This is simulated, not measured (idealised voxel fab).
process module | voxel ribs on slabs
cross-section cut | 235 nm wide | cells 5 nm
A cross-section is a grid of square cells, given in bands from the top down. A band is one or more rows of cells.
Each band's line starts with the height of the band's top and of its bottom, in nm. Then come its materials from left to right, each with its width in nm. One material with "throughout" fills the band from edge to edge. "air" is empty space.
Height 0 is the level under which the wafer as received is all one material. The lowest band goes on downwards, as in "0 down".
A width such as "30 to 40" changes by the same amount from each row of cells to the next, from the band's top row to its bottom row.
"no change" after a step means that no cell of the cross-section changed.
closed voids: empty space of 8 cells or more with no open way to the top, each as width x height at its distance from the left edge, in nm
after a step's settings: what the simulator itself notes on the step
overlay nm, on a step with a mask: how far to the right of its planned place the mask lay; to the left if negative
Each pair below shows a cross-section before one step and the cross-section after it, down to the lowest band that changed. The line under each pair gives the step between them, with its settings. The pairs can come from different runs of this module on the same starting wafer, so a pair continues from the pair above only where its "before" says so.
before
  0 down: Si throughout
  closed voids: none
after
  25 to 0: SiO2 throughout
  below 0: unchanged
  closed voids: none
the step between: op DIRECTIONAL_DEP | material SiO2 | thk nm 25
before: the cross-section after the pair above
after
  45 to 25: polySi throughout
  below 25: unchanged
  closed voids: none
the step between: op DIRECTIONAL_DEP | material polySi | thk nm 20
before: the cross-section after the pair above
after
  55 to 45: aC throughout
  below 45: unchanged
  closed voids: none
the step between: op DIRECTIONAL_DEP | material aC | thk nm 10
before: the cross-section after the pair above
after
  80 to 55: air 100 | resist 30 | air 105
  below 55: unchanged
  closed voids: none
the step between: op PATTERN | tone cover | mask id RIB | material resist | width nm 30 | thk nm 25 | overlay nm 0
before: the cross-section after the pair above
after
  70 to 55: air 100 | resist 30 | air 105
  55 to 45: air 100 | aC 30 | air 105
  below 45: unchanged
  closed voids: none
the step between: op DIRECTIONAL_ETCH | etch materials aC | depth nm 10
before: the cross-section after the pair above
after
  55 to 45: air 100 | aC 30 | air 105
  below 45: unchanged
  closed voids: none
the step between: op STRIP | etch materials resist
before: the cross-section after the pair above
after
  55 to 45: air 100 | aC 30 | air 105
  45 to 35: air 100 | polySi 30 | air 105
  below 35: unchanged
  closed voids: none
the step between: op DIRECTIONAL_ETCH | etch materials polySi | depth nm 10
before: the cross-section after the pair above
after
  45 to 35: air 100 | polySi 30 | air 105
  below 35: unchanged
  closed voids: none
the step between: op STRIP | etch materials aC
before: the cross-section after the pair above
after
  45 to 35: air 100 | polySi 30 | air 105
  35 to 25: air 75 | polySi 80 | air 80
  below 25: unchanged
  closed voids: none
the step between: op MASKED_ETCH | tone cover | mask id SLAB | width nm 80 | etch materials polySi | depth nm 10 | overlay nm 0
before: the cross-section after the pair above
after
  70 to 45: SiO2 throughout
  45 to 35: SiO2 100 | polySi 30 | SiO2 105
  35 to 25: SiO2 75 | polySi 80 | SiO2 80
  below 25: unchanged
  closed voids: none
the step between: op FILL_DEP | material SiO2 | thk nm 25
before: the cross-section after the pair above
after
  60 to 45: SiO2 throughout
  below 45: unchanged
  closed voids: none
the step between: op CMP | height nm 60
before: the cross-section after the pair above
after
  65 to 60: TiN throughout
  below 60: unchanged
  closed voids: none
the step between: op DIRECTIONAL_DEP | material TiN | thk nm 5
before: the cross-section after the pair above
after
  80 to 65: air 95 | resist 40 | air 100
  below 65: unchanged
  closed voids: none
the step between: op PATTERN | tone cover | mask id HEATER | material resist | width nm 40 | thk nm 15 | overlay nm 0
before: the cross-section after the pair above
after
  80 to 65: air 95 | resist 40 | air 100
  65 to 60: air 95 | TiN 40 | air 100
  below 60: unchanged
  closed voids: none
the step between: op DIRECTIONAL_ETCH | etch materials TiN | depth nm 5
before: the cross-section after the pair above
after
  65 to 60: air 95 | TiN 40 | air 100
  below 60: unchanged
  closed voids: none
the step between: op STRIP | etch materials resist
before: the cross-section after the pair above
after
  70 to 65: air 90 | SiO2 50 | air 95
  65 to 60: SiO2 95 | TiN 40 | SiO2 100
  below 60: unchanged
  closed voids: none
the step between: op CONFORMAL_DEP | material SiO2 | thk nm 5
before
  25 to 0: SiO2 throughout
  0 down: Si throughout
  closed voids: none
after
  50 to 0: SiO2 throughout
  below 0: unchanged
  closed voids: none
the step between: op DIRECTIONAL_DEP | material SiO2 | thk nm 25
before: the cross-section after the pair above
after
  70 to 50: polySi throughout
  below 50: unchanged
  closed voids: none
the step between: op DIRECTIONAL_DEP | material polySi | thk nm 20
before: the cross-section after the pair above
after
  80 to 70: aC throughout
  below 70: unchanged
  closed voids: none
the step between: op DIRECTIONAL_DEP | material aC | thk nm 10
before: the cross-section after the pair above
after
  105 to 80: air 100 | resist 30 | air 105
  below 80: unchanged
  closed voids: none
the step between: op PATTERN | tone cover | mask id RIB | material resist | width nm 30 | thk nm 25 | overlay nm 0
before: the cross-section after the pair above
after
  95 to 80: air 100 | resist 30 | air 105
  80 to 70: air 100 | aC 30 | air 105
  below 70: unchanged
  closed voids: none
the step between: op DIRECTIONAL_ETCH | etch materials aC | depth nm 10
before: the cross-section after the pair above
after
  80 to 70: air 100 | aC 30 | air 105
  below 70: unchanged
  closed voids: none
the step between: op STRIP | etch materials resist
before: the cross-section after the pair above
after
  80 to 70: air 100 | aC 30 | air 105
  70 to 60: air 100 | polySi 30 | air 105
  below 60: unchanged
  closed voids: none
the step between: op DIRECTIONAL_ETCH | etch materials polySi | depth nm 10
before: the cross-section after the pair above
after
  70 to 60: air 100 | polySi 30 | air 105
  below 60: unchanged
  closed voids: none
the step between: op STRIP | etch materials aC
before: the cross-section after the pair above
after
  70 to 60: air 100 | polySi 30 | air 105
  60 to 50: air 75 | polySi 80 | air 80
  below 50: unchanged
  closed voids: none
the step between: op MASKED_ETCH | tone cover | mask id SLAB | width nm 80 | etch materials polySi | depth nm 10 | overlay nm 0
before: the cross-section after the pair above
after
  95 to 70: SiO2 throughout
  70 to 60: SiO2 100 | polySi 30 | SiO2 105
  60 to 50: SiO2 75 | polySi 80 | SiO2 80
  below 50: unchanged
  closed voids: none
the step between: op FILL_DEP | material SiO2 | thk nm 25
before: the cross-section after the pair above
after
  60 to 50: SiO2 75 | polySi 80 | SiO2 80
  below 50: unchanged
  closed voids: none
the step between: op CMP | height nm 60
before: the cross-section after the pair above
after
  65 to 60: TiN throughout
  below 60: unchanged
  closed voids: none
the step between: op DIRECTIONAL_DEP | material TiN | thk nm 5
before: the cross-section after the pair above
after
  80 to 65: air 95 | resist 40 | air 100
  below 65: unchanged
  closed voids: none
the step between: op PATTERN | tone cover | mask id HEATER | material resist | width nm 40 | thk nm 15 | overlay nm 0
before: the cross-section after the pair above
after
  80 to 65: air 95 | resist 40 | air 100
  65 to 60: air 95 | TiN 40 | air 100
  below 60: unchanged
  closed voids: none
the step between: op DIRECTIONAL_ETCH | etch materials TiN | depth nm 5
before: the cross-section after the pair above
after
  65 to 60: air 95 | TiN 40 | air 100
  below 60: unchanged
  closed voids: none
the step between: op STRIP | etch materials resist
before: the cross-section after the pair above
after
  70 to 65: air 90 | SiO2 50 | air 95
  65 to 60: SiO2 95 | TiN 40 | SiO2 100
  below 60: unchanged
  closed voids: none
the step between: op CONFORMAL_DEP | material SiO2 | thk nm 5
before
  25 to 0: SiO2 throughout
  0 down: Si throughout
  closed voids: none
after
  35 to 25: aC throughout
  below 25: unchanged
  closed voids: none
the step between: op DIRECTIONAL_DEP | material aC | thk nm 10
before: the cross-section after the pair above
after
  55 to 35: polySi throughout
  below 35: unchanged
  closed voids: none
the step between: op DIRECTIONAL_DEP | material polySi | thk nm 20
before: the cross-section after the pair above
after
  80 to 55: air 100 | resist 30 | air 105
  below 55: unchanged
  closed voids: none
the step between: op PATTERN | tone cover | mask id RIB | material resist | width nm 30 | thk nm 25 | overlay nm 0
before: the cross-section after the pair above
after
  70 to 55: air 100 | resist 30 | air 105
  below 55: unchanged
  closed voids: none
the step between: op DIRECTIONAL_ETCH | etch materials aC | depth nm 10
before: the cross-section after the pair above
after
  55 to 35: polySi throughout
  below 35: unchanged
  closed voids: none
the step between: op STRIP | etch materials resist
before: the cross-section after the pair above
after
  45 to 35: polySi throughout
  below 35: unchanged
  closed voids: none
the step between: op DIRECTIONAL_ETCH | etch materials polySi | depth nm 10
before: the cross-section after the pair above
after
  45 to 35: air 75 | polySi 80 | air 80
  below 35: unchanged
  closed voids: none
the step between: op MASKED_ETCH | tone cover | mask id SLAB | width nm 80 | etch materials polySi | depth nm 10 | overlay nm 0
before: the cross-section after the pair above
after
  70 to 45: SiO2 throughout
  45 to 35: SiO2 75 | polySi 80 | SiO2 80
  below 35: unchanged
  closed voids: none
the step between: op FILL_DEP | material SiO2 | thk nm 25
before: the cross-section after the pair above
after
  60 to 45: SiO2 throughout
  below 45: unchanged
  closed voids: none
the step between: op CMP | height nm 60
before: the cross-section after the pair above
after
  65 to 60: TiN throughout
  below 60: unchanged
  closed voids: none
the step between: op DIRECTIONAL_DEP | material TiN | thk nm 5
before: the cross-section after the pair above
after
  80 to 65: air 95 | resist 40 | air 100
  below 65: unchanged
  closed voids: none
the step between: op PATTERN | tone cover | mask id HEATER | material resist | width nm 40 | thk nm 15 | overlay nm 0
before: the cross-section after the pair above
after
  80 to 65: air 95 | resist 40 | air 100
  65 to 60: air 95 | TiN 40 | air 100
  below 60: unchanged
  closed voids: none
the step between: op DIRECTIONAL_ETCH | etch materials TiN | depth nm 5
before: the cross-section after the pair above
after
  65 to 60: air 95 | TiN 40 | air 100
  below 60: unchanged
  closed voids: none
the step between: op STRIP | etch materials resist
before: the cross-section after the pair above
after
  70 to 65: air 90 | SiO2 50 | air 95
  65 to 60: SiO2 95 | TiN 40 | SiO2 100
  below 60: unchanged
  closed voids: none
the step between: op CONFORMAL_DEP | material SiO2 | thk nm 5
before
  70 to 45: SiO2 throughout
  45 to 35: SiO2 100 | polySi 30 | SiO2 105
  35 to 25: SiO2 75 | polySi 80 | SiO2 80
  25 to 0: SiO2 throughout
  0 down: Si throughout
  closed voids: none
after
  50 to 45: SiO2 throughout
  below 45: unchanged
  closed voids: none
the step between: op CMP | height nm 50
before: the cross-section after the pair above
after
  55 to 50: TiN throughout
  below 50: unchanged
  closed voids: none
the step between: op DIRECTIONAL_DEP | material TiN | thk nm 5
before: the cross-section after the pair above
after
  70 to 55: air 95 | resist 40 | air 100
  below 55: unchanged
  closed voids: none
the step between: op PATTERN | tone cover | mask id HEATER | material resist | width nm 40 | thk nm 15 | overlay nm 0
before: the cross-section after the pair above
after
  70 to 55: air 95 | resist 40 | air 100
  55 to 50: air 95 | TiN 40 | air 100
  below 50: unchanged
  closed voids: none
the step between: op DIRECTIONAL_ETCH | etch materials TiN | depth nm 5
before: the cross-section after the pair above
after
  55 to 50: air 95 | TiN 40 | air 100
  below 50: unchanged
  closed voids: none
the step between: op STRIP | etch materials resist
before: the cross-section after the pair above
after
  60 to 55: air 90 | SiO2 50 | air 95
  55 to 50: SiO2 95 | TiN 40 | SiO2 100
  below 50: unchanged
  closed voids: none
the step between: op CONFORMAL_DEP | material SiO2 | thk nm 5
before
  65 to 60: TiN throughout
  60 to 45: SiO2 throughout
  45 to 35: SiO2 100 | polySi 30 | SiO2 105
  35 to 25: SiO2 75 | polySi 80 | SiO2 80
  25 to 0: SiO2 throughout
  0 down: Si throughout
  closed voids: none
after
  80 to 65: air 95 | resist 45 | air 95
  below 65: unchanged
  closed voids: none
the step between: op PATTERN | tone cover | mask id HEATER | material resist | width nm 45 | thk nm 15 | overlay nm 0
before: the cross-section after the pair above
after
  80 to 65: air 95 | resist 45 | air 95
  65 to 60: air 95 | TiN 45 | air 95
  below 60: unchanged
  closed voids: none
the step between: op DIRECTIONAL_ETCH | etch materials TiN | depth nm 5
before: the cross-section after the pair above
after
  65 to 60: air 95 | TiN 45 | air 95
  below 60: unchanged
  closed voids: none
the step between: op STRIP | etch materials resist
before: the cross-section after the pair above
after
  70 to 65: air 90 | SiO2 55 | air 90
  65 to 60: SiO2 95 | TiN 45 | SiO2 95
  below 60: unchanged
  closed voids: none
the step between: op CONFORMAL_DEP | material SiO2 | thk nm 5
before
  45 to 35: air 100 | polySi 30 | air 105
  35 to 25: polySi throughout
  25 to 0: SiO2 throughout
  0 down: Si throughout
  closed voids: none
after
  45 to 35: air 100 | polySi 30 | air 105
  35 to 25: air 65 | polySi 80 | air 90
  below 25: unchanged
  closed voids: none
the step between: op MASKED_ETCH | tone cover | mask id SLAB | width nm 80 | etch materials polySi | depth nm 10 | overlay nm -10
before: the cross-section after the pair above
after
  70 to 45: SiO2 throughout
  45 to 35: SiO2 100 | polySi 30 | SiO2 105
  35 to 25: SiO2 65 | polySi 80 | SiO2 90
  below 25: unchanged
  closed voids: none
the step between: op FILL_DEP | material SiO2 | thk nm 25
before: the cross-section after the pair above
after
  60 to 45: SiO2 throughout
  below 45: unchanged
  closed voids: none
the step between: op CMP | height nm 60
before: the cross-section after the pair above
after
  65 to 60: TiN throughout
  below 60: unchanged
  closed voids: none
the step between: op DIRECTIONAL_DEP | material TiN | thk nm 5
before: the cross-section after the pair above
after
  80 to 65: air 95 | resist 40 | air 100
  below 65: unchanged
  closed voids: none
the step between: op PATTERN | tone cover | mask id HEATER | material resist | width nm 40 | thk nm 15 | overlay nm 0
before: the cross-section after the pair above
after
  80 to 65: air 95 | resist 40 | air 100
  65 to 60: air 95 | TiN 40 | air 100
  below 60: unchanged
  closed voids: none
the step between: op DIRECTIONAL_ETCH | etch materials TiN | depth nm 5
before: the cross-section after the pair above
after
  65 to 60: air 95 | TiN 40 | air 100
  below 60: unchanged
  closed voids: none
the step between: op STRIP | etch materials resist
before: the cross-section after the pair above
after
  70 to 65: air 90 | SiO2 50 | air 95
  65 to 60: SiO2 95 | TiN 40 | SiO2 100
  below 60: unchanged
  closed voids: none
the step between: op CONFORMAL_DEP | material SiO2 | thk nm 5
before
  25 to 0: SiO2 throughout
  0 down: Si throughout
  closed voids: none
after
  45 to 25: TiN throughout
  below 25: unchanged
  closed voids: none
the step between: op DIRECTIONAL_DEP | material TiN | thk nm 20
before: the cross-section after the pair above
after
  55 to 45: aC throughout
  below 45: unchanged
  closed voids: none
the step between: op DIRECTIONAL_DEP | material aC | thk nm 10
before: the cross-section after the pair above
after
  80 to 55: air 100 | resist 30 | air 105
  below 55: unchanged
  closed voids: none
the step between: op PATTERN | tone cover | mask id RIB | material resist | width nm 30 | thk nm 25 | overlay nm 0
before: the cross-section after the pair above
after
  70 to 55: air 100 | resist 30 | air 105
  55 to 45: air 100 | aC 30 | air 105
  below 45: unchanged
  closed voids: none
the step between: op DIRECTIONAL_ETCH | etch materials aC | depth nm 10
before: the cross-section after the pair above
after
  55 to 45: air 100 | aC 30 | air 105
  below 45: unchanged
  closed voids: none
the step between: op STRIP | etch materials resist
before: the cross-section after the pair above
after
  45 to 25: TiN throughout
  below 25: unchanged
  closed voids: none
the step between: op STRIP | etch materials aC
before: the cross-section after the pair above
after
  70 to 45: SiO2 throughout
  below 45: unchanged
  closed voids: none
the step between: op FILL_DEP | material SiO2 | thk nm 25
before: the cross-section after the pair above
after
  60 to 45: SiO2 throughout
  below 45: unchanged
  closed voids: none
the step between: op CMP | height nm 60
before: the cross-section after the pair above
after
  65 to 60: TiN throughout
  below 60: unchanged
  closed voids: none
the step between: op DIRECTIONAL_DEP | material TiN | thk nm 5
before: the cross-section after the pair above
after
  80 to 65: air 95 | resist 40 | air 100
  below 65: unchanged
  closed voids: none
the step between: op PATTERN | tone cover | mask id HEATER | material resist | width nm 40 | thk nm 15 | overlay nm 0
before: the cross-section after the pair above
after
  80 to 65: air 95 | resist 40 | air 100
  65 to 60: air 95 | TiN 40 | air 100
  below 60: unchanged
  closed voids: none
the step between: op DIRECTIONAL_ETCH | etch materials TiN | depth nm 5
before: the cross-section after the pair above
after
  65 to 60: air 95 | TiN 40 | air 100
  below 60: unchanged
  closed voids: none
the step between: op STRIP | etch materials resist
before: the cross-section after the pair above
after
  70 to 65: air 90 | SiO2 50 | air 95
  65 to 60: SiO2 95 | TiN 40 | SiO2 100
  below 60: unchanged
  closed voids: none
the step between: op CONFORMAL_DEP | material SiO2 | thk nm 5
before
  65 to 60: TiN throughout
  60 to 45: SiO2 throughout
  45 to 35: SiO2 100 | polySi 30 | SiO2 105
  35 to 25: SiO2 75 | polySi 80 | SiO2 80
  25 to 0: SiO2 throughout
  0 down: Si throughout
  closed voids: none
after
  80 to 65: resist 95 | air 40 | resist 100
  below 65: unchanged
  closed voids: none
the step between: op PATTERN | tone open | mask id HEATER | material resist | width nm 40 | thk nm 15 | overlay nm 0
before: the cross-section after the pair above
after
  80 to 65: resist 95 | air 40 | resist 100
  65 to 60: TiN 95 | air 40 | TiN 100
  below 60: unchanged
  closed voids: none
the step between: op DIRECTIONAL_ETCH | etch materials TiN | depth nm 5
before: the cross-section after the pair above
after
  65 to 60: TiN 95 | air 40 | TiN 100
  below 60: unchanged
  closed voids: none
the step between: op STRIP | etch materials resist
before: the cross-section after the pair above
after
  70 to 65: SiO2 100 | air 30 | SiO2 105
  65 to 60: TiN 95 | SiO2 40 | TiN 100
  below 60: unchanged
  closed voids: none
the step between: op CONFORMAL_DEP | material SiO2 | thk nm 5
